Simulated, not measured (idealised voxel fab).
Herein follows the process module entitled voxel gate over fins.
The cross-section on display is named cut; it measures 205 nm wide, and its cells are 5 nm squares.
Just so we're on the same page, the cross-sections are grids of square cells, and they're listed out in bands top to bottom, each band one or more rows deep. Within each band entry, the heights of the top and of the bottom of the band appear first, in that order and in nm; the materials of the band then follow from left to right, each with its corresponding width in nm. The designation "everywhere" on a single material indicates that it fills the band from edge to edge; the designation "empty" indicates empty space. Below 0: as-received wafer, all one material; heights counted from there. Lowest band: no bottom, goes on down, written "z 0 and below". Per-row width for "30 to 40": begins at first number (top row of band), ends at second number (bottom row), increment between rows held constant. You'll sometimes find "nothing changed" written for a step, and that's the way of saying that nowhere in the cross-section did a cell change during that step. Entry "Entrapped void list" = empty spaces >= 8 cells with no open way to the top; each as width x height at distance, distance from left edge, all nm. If you see something after the settings on a step's line, that's the simulator's own remark about that step. For masked steps, "overlay nm" on the step line gives how far right of plan the mask actually lay; a minus sign means it lay to the left.
The planned process steps are enumerated hereunder:
step 1: RECEIVE (material Si)
step 2: CONFORMAL_DEP (material SiN; thk nm 5)
step 3: MASKED_ETCH (tone cover; mask id FINS; width nm 15; pitch nm 55; etch materials SiN; depth nm 5; overlay nm 0)
step 4: MASKED_ETCH (tone cover; mask id FINS; width nm 15; pitch nm 55; etch materials Si; depth nm 35; overlay nm 0)
step 5: OXIDIZE (depth nm 5)
step 6: FILL_DEP (material SiO2; thk nm 10)
step 7: CMP (height nm 5)
step 8: DIRECTIONAL_DEP (material aC; thk nm 15)
step 9: PATTERN (tone open; mask id RAIL; material resist; width nm 15; thk nm 35; overlay nm 0)
step 10: DIRECTIONAL_ETCH (etch materials aC; depth nm 15)
step 11: STRIP (etch materials resist)
step 12: DIRECTIONAL_ETCH (etch materials SiO2; depth nm 35)
step 13: STRIP (etch materials aC)
step 14: CONFORMAL_DEP (material TiN; thk nm 5)
step 15: FILL_DEP (material Ru; thk nm 5)
step 16: CMP (height nm 5)
step 17: SELECTIVE_ETCH (etch materials W Ru TiN; depth nm 30)
step 18: FILL_DEP (material SiO2; thk nm 5)
step 19: CMP (height nm 5)
step 20: SELECTIVE_ETCH (etch materials SiO2; depth nm 20)
step 21: STRIP (etch materials SiN)
step 22: CONFORMAL_DEP (material HfO2; thk nm 5)
step 23: CONFORMAL_DEP (material TiN; thk nm 5)
step 24: FILL_DEP (material W; thk nm 15)
step 25: CMP (height nm 20)
step 26: CONFORMAL_DEP (material SiCN; thk nm 5)
The first of the two wafers, which ran as planned:
As-received wafer cross-section (after step 1):
> z 0 and below = Si everywhere
> Entrapped void list: none
Take a look at the wafer's cross-section after step 2:
> z 5 to 0 = SiN everywhere
> Nothing below the height 0 has changed.
Take a look at the wafer's cross-section after step 3:
> z 5 to 0 = empty=40 / SiN=15 / empty=40 / SiN=15 / empty=40 / SiN=15 / empty=40
> Nothing below the height 0 has changed.
Take a look at the wafer's cross-section after step 4:
> z 5 to 0 = empty=40 / SiN=15 / empty=40 / SiN=15 / empty=40 / SiN=15 / empty=40
> z 0 to -35 = empty=40 / Si=15 / empty=40 / Si=15 / empty=40 / Si=15 / empty=40
> Nothing below the height -35 has changed.
Take a look at the wafer's cross-section after step 5:
> z 5 to 0 = empty=40 / SiN=15 / empty=40 / SiN=15 / empty=40 / SiN=15 / empty=40
> z 0 to -35 = empty=40 / SiO2=5 / Si=5 / SiO2=5 / empty=40 / SiO2=5 / Si=5 / SiO2=5 / empty=40 / SiO2=5 / Si=5 / SiO2=5 / empty=40
> z -35 to -40 = SiO2=45 / Si=5 / SiO2=50 / Si=5 / SiO2=50 / Si=5 / SiO2=45
> Nothing below the height -40 has changed.
Take a look at the wafer's cross-section after step 6:
> z 15 to 5 = SiO2 everywhere
> z 5 to 0 = SiO2=40 / SiN=15 / SiO2=40 / SiN=15 / SiO2=40 / SiN=15 / SiO2=40
> z 0 to -40 = SiO2=45 / Si=5 / SiO2=50 / Si=5 / SiO2=50 / Si=5 / SiO2=45
> Nothing below the height -40 has changed.
Take a look at the wafer's cross-section after step 7:
> z 5 to 0 = SiO2=40 / SiN=15 / SiO2=40 / SiN=15 / SiO2=40 / SiN=15 / SiO2=40
> Nothing below the height 0 has changed.
Take a look at the wafer's cross-section after step 8:
> z 20 to 5 = aC everywhere
> Nothing below the height 5 has changed.
Take a look at the wafer's cross-section after step 9:
> z 55 to 20 = resist=65 / empty=15 / resist=125
> Nothing below the height 20 has changed.
Take a look at the wafer's cross-section after step 10:
> z 40 to 20 = resist=65 / empty=15 / resist=125
> z 20 to 5 = aC=65 / empty=15 / aC=125
> Nothing below the height 5 has changed.
Take a look at the wafer's cross-section after step 11:
> z 20 to 5 = aC=65 / empty=15 / aC=125
> Nothing below the height 5 has changed.
Take a look at the wafer's cross-section after step 12:
> z 20 to 5 = aC=65 / empty=15 / aC=125
> z 5 to 0 = SiO2=40 / SiN=15 / SiO2=10 / empty=15 / SiO2=15 / SiN=15 / SiO2=40 / SiN=15 / SiO2=40
> z 0 to -30 = SiO2=45 / Si=5 / SiO2=15 / empty=15 / SiO2=20 / Si=5 / SiO2=50 / Si=5 / SiO2=45
> Nothing below the height -30 has changed.
Take a look at the wafer's cross-section after step 13:
> z 5 to 0 = SiO2=40 / SiN=15 / SiO2=10 / empty=15 / SiO2=15 / SiN=15 / SiO2=40 / SiN=15 / SiO2=40
> Nothing below the height 0 has changed.
Take a look at the wafer's cross-section after step 14:
> z 10 to 5 = TiN=70 / empty=5 / TiN=130
> z 5 to 0 = SiO2=40 / SiN=15 / SiO2=10 / TiN=5 / empty=5 / TiN=5 / SiO2=15 / SiN=15 / SiO2=40 / SiN=15 / SiO2=40
> z 0 to -25 = SiO2=45 / Si=5 / SiO2=15 / TiN=5 / empty=5 / TiN=5 / SiO2=20 / Si=5 / SiO2=50 / Si=5 / SiO2=45
> z -25 to -30 = SiO2=45 / Si=5 / SiO2=15 / TiN=15 / SiO2=20 / Si=5 / SiO2=50 / Si=5 / SiO2=45
> Nothing below the height -30 has changed.
Take a look at the wafer's cross-section after step 15:
> z 15 to 10 = Ru everywhere
> z 10 to 5 = TiN=70 / Ru=5 / TiN=130
> z 5 to 0 = SiO2=40 / SiN=15 / SiO2=10 / TiN=5 / Ru=5 / TiN=5 / SiO2=15 / SiN=15 / SiO2=40 / SiN=15 / SiO2=40
> z 0 to -25 = SiO2=45 / Si=5 / SiO2=15 / TiN=5 / Ru=5 / TiN=5 / SiO2=20 / Si=5 / SiO2=50 / Si=5 / SiO2=45
> Nothing below the height -25 has changed.
Take a look at the wafer's cross-section after step 16:
> z 5 to 0 = SiO2=40 / SiN=15 / SiO2=10 / TiN=5 / Ru=5 / TiN=5 / SiO2=15 / SiN=15 / SiO2=40 / SiN=15 / SiO2=40
> Nothing below the height 0 has changed.
Take a look at the wafer's cross-section after step 17:
> z 5 to 0 = SiO2=40 / SiN=15 / SiO2=10 / empty=15 / SiO2=15 / SiN=15 / SiO2=40 / SiN=15 / SiO2=40
> z 0 to -25 = SiO2=45 / Si=5 / SiO2=15 / empty=15 / SiO2=20 / Si=5 / SiO2=50 / Si=5 / SiO2=45
> Nothing below the height -25 has changed.
Take a look at the wafer's cross-section after step 18:
> z 10 to 5 = SiO2 everywhere
> z 5 to 0 = SiO2=40 / SiN=15 / SiO2=40 / SiN=15 / SiO2=40 / SiN=15 / SiO2=40
> z 0 to -25 = SiO2=45 / Si=5 / SiO2=50 / Si=5 / SiO2=50 / Si=5 / SiO2=45
> Nothing below the height -25 has changed.
Take a look at the wafer's cross-section after step 19:
> z 5 to 0 = SiO2=40 / SiN=15 / SiO2=40 / SiN=15 / SiO2=40 / SiN=15 / SiO2=40
> Nothing below the height 0 has changed.
Take a look at the wafer's cross-section after step 20:
> z 5 to 0 = empty=40 / SiN=15 / empty=40 / SiN=15 / empty=40 / SiN=15 / empty=40
> z 0 to -15 = empty=45 / Si=5 / empty=50 / Si=5 / empty=50 / Si=5 / empty=45
> Nothing below the height -15 has changed.
Take a look at the wafer's cross-section after step 21:
> z 0 to -15 = empty=45 / Si=5 / empty=50 / Si=5 / empty=50 / Si=5 / empty=45
> Nothing below the height -15 has changed.
Take a look at the wafer's cross-section after step 22:
> z 5 to 0 = empty=40 / HfO2=15 / empty=40 / HfO2=15 / empty=40 / HfO2=15 / empty=40
> z 0 to -10 = empty=40 / HfO2=5 / Si=5 / HfO2=5 / empty=40 / HfO2=5 / Si=5 / HfO2=5 / empty=40 / HfO2=5 / Si=5 / HfO2=5 / empty=40
> z -10 to -15 = HfO2=45 / Si=5 / HfO2=50 / Si=5 / HfO2=50 / Si=5 / HfO2=45
> Nothing below the height -15 has changed.
Take a look at the wafer's cross-section after step 23:
> z 10 to 5 = empty=35 / TiN=25 / empty=30 / TiN=25 / empty=30 / TiN=25 / empty=35
> z 5 to 0 = empty=35 / TiN=5 / HfO2=15 / TiN=5 / empty=30 / TiN=5 / HfO2=15 / TiN=5 / empty=30 / TiN=5 / HfO2=15 / TiN=5 / empty=35
> z 0 to -5 = empty=35 / TiN=5 / HfO2=5 / Si=5 / HfO2=5 / TiN=5 / empty=30 / TiN=5 / HfO2=5 / Si=5 / HfO2=5 / TiN=5 / empty=30 / TiN=5 / HfO2=5 / Si=5 / HfO2=5 / TiN=5 / empty=35
> z -5 to -10 = TiN=40 / HfO2=5 / Si=5 / HfO2=5 / TiN=40 / HfO2=5 / Si=5 / HfO2=5 / TiN=40 / HfO2=5 / Si=5 / HfO2=5 / TiN=40
> Nothing below the height -10 has changed.
Take a look at the wafer's cross-section after step 24:
> z 25 to 10 = W everywhere
> z 10 to 5 = W=35 / TiN=25 / W=30 / TiN=25 / W=30 / TiN=25 / W=35
> z 5 to 0 = W=35 / TiN=5 / HfO2=15 / TiN=5 / W=30 / TiN=5 / HfO2=15 / TiN=5 / W=30 / TiN=5 / HfO2=15 / TiN=5 / W=35
> z 0 to -5 = W=35 / TiN=5 / HfO2=5 / Si=5 / HfO2=5 / TiN=5 / W=30 / TiN=5 / HfO2=5 / Si=5 / HfO2=5 / TiN=5 / W=30 / TiN=5 / HfO2=5 / Si=5 / HfO2=5 / TiN=5 / W=35
> Nothing below the height -5 has changed.
Take a look at the wafer's cross-section after step 25:
> z 20 to 10 = W everywhere
> Nothing below the height 10 has changed.
Take a look at the wafer's cross-section after step 26:
> z 25 to 20 = SiCN everywhere
> Nothing below the height 20 has changed.
Wafer two of the pair: same origin, same plan, one error during the run; identical to wafer one up to and including step 21:
Cross-section of the second wafer corresponding to the planned conclusion of step 22: nothing changed
Cross-section of the second wafer corresponding to the planned conclusion of step 23:
> z 5 to 0 = empty=40 / TiN=15 / empty=40 / TiN=15 / empty=40 / TiN=15 / empty=40
> z 0 to -10 = empty=40 / TiN=5 / Si=5 / TiN=5 / empty=40 / TiN=5 / Si=5 / TiN=5 / empty=40 / TiN=5 / Si=5 / TiN=5 / empty=40
> z -10 to -15 = TiN=45 / Si=5 / TiN=50 / Si=5 / TiN=50 / Si=5 / TiN=45
> Nothing below the height -15 has changed.
Cross-section of the second wafer corresponding to the planned conclusion of step 24:
> z 20 to 5 = W everywhere
> z 5 to 0 = W=40 / TiN=15 / W=40 / TiN=15 / W=40 / TiN=15 / W=40
> z 0 to -10 = W=40 / TiN=5 / Si=5 / TiN=5 / W=40 / TiN=5 / Si=5 / TiN=5 / W=40 / TiN=5 / Si=5 / TiN=5 / W=40
> Nothing below the height -10 has changed.
Cross-section of the second wafer corresponding to the planned conclusion of step 25: nothing changed
Cross-section of the second wafer corresponding to the planned conclusion of step 26:
> z 25 to 20 = SiCN everywhere
> Nothing below the height 20 has changed.
Which mistake was made when the wafer was run? step 22 of the plan was omitted and not executed
In the final state, the cell counts of the second wafer exceed or fall short of those of the first for the following materials: HfO2: 59 fewer | W: 59 more
